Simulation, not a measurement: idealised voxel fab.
Process module in this document: voxel spacer lines
In the cross-section labelled cut, the width is 150 nm and each square cell is 5 nm.
Cross-section spec: square-cell grid; bands listed top down; each band is one or more rows.
Band: top height; bottom height; in nm. Then, left to right: material with width in nm, for each material. "everywhere": a single material spanning edge to edge. "blank": empty space.
Convention: height 0 is the level below which the wafer, as received, is all one material. The lowest band does not terminate at the bottom but continues downward, represented as "from 0 down".
It should be noted that a width expressed as "30..40" varies in equal increments from row to row of cells within the band, taking the value of the first number at the top row and that of the second number at the bottom row.
When a step is marked "no change occurred", none of the cells in the cross-section changed during that step.
"Trapped void list" - sealed voids, min. 8 cells, no opening to top; format: width x height at distance (distance from left edge; nm throughout).
Formally, on a step line, whatever follows the settings is a remark that the simulator itself makes on the step.
Regarding "overlay nm": on a step with a mask, it is the distance the mask lay to the right of its planned place; a negative value places it to the left.

PLANNED PROCESS STEPS
| 1 | RECEIVE [material Si] |
| 2 | CONFORMAL_DEP [material Al2O3] [thk nm 10] |
| 3 | DIRECTIONAL_DEP [material SiN] [thk nm 10] |
| 4 | DIRECTIONAL_DEP [material polySi] [thk nm 25] |
| 5 | PATTERN [tone cover] [mask id MANDREL] [material resist] [width nm 15] [pitch nm 60] [thk nm 30] [overlay nm -15] |
| 6 | DIRECTIONAL_ETCH [etch materials polySi] [depth nm 25] |
| 7 | STRIP [etch materials resist] |
| 8 | CONFORMAL_DEP [material SiO2] [thk nm 15] |
| 9 | DIRECTIONAL_ETCH [etch materials SiO2] [depth nm 15] |
| 10 | STRIP [etch materials polySi] |
| 11 | DIRECTIONAL_ETCH [etch materials SiN] [depth nm 10] |
| 12 | STRIP [etch materials SiO2] |
| 13 | FILL_DEP [material SiO2] [thk nm 10] |
| 14 | CMP [height nm 20] |
What sets these wafers apart? The overlay nm at step 5. They all start alike, and the plan carries the first wafer's value.

RECEIVED CONDITION OF THE FIRST OF SEVERAL WAFERS, SECTIONED: POST-STEP 1
- from 0 down: Si everywhere
- Trapped void list: none

LAST STEP OF THE MODULE IS STEP 14; AFTER IT, THE FIRST OF SEVERAL WAFERS IN CROSS-SECTION
- from 20 to 10: SiO2: 5 | SiN: 15 | SiO2: 15 | SiN: 15 | SiO2: 15 | SiN: 15 | SiO2: 15 | SiN: 15 | SiO2: 40
- from 10 to 0: Al2O3 everywhere
- from 0 down: Si everywhere
- Trapped void list: none

X-SECTION, LAST WAFER, MODULE END
- from 20 to 10: SiO2: 35 | SiN: 15 | SiO2: 15 | SiN: 15 | SiO2: 15 | SiN: 15 | SiO2: 15 | SiN: 15 | SiO2: 10
- from 10 to 0: Al2O3 everywhere
- from 0 down: Si everywhere
- Trapped void list: none

TABULATED BELOW, WAFER BY WAFER, ARE THE END-OF-MODULE RESULTS: FOR EACH MATERIAL, THE NUMBER OF CELLS GAINED (+) OR LOST (-) RELATIVE TO THE AS-RECEIVED STATE, FOLLOWED BY THE CLOSED VOIDS
overlay nm -15, +60 Al2O3, +24 SiN, +36 SiO2, Trapped void list: none
overlay nm -10, +60 Al2O3, +24 SiN, +36 SiO2, Trapped void list: none
overlay nm -5, +60 Al2O3, +24 SiN, +36 SiO2, Trapped void list: none
overlay nm 0, +60 Al2O3, +24 SiN, +36 SiO2, Trapped void list: none
overlay nm 5, +60 Al2O3, +24 SiN, +36 SiO2, Trapped void list: none
overlay nm 10, +60 Al2O3, +24 SiN, +36 SiO2, Trapped void list: none
overlay nm 15, +60 Al2O3, +24 SiN, +36 SiO2, Trapped void list: none
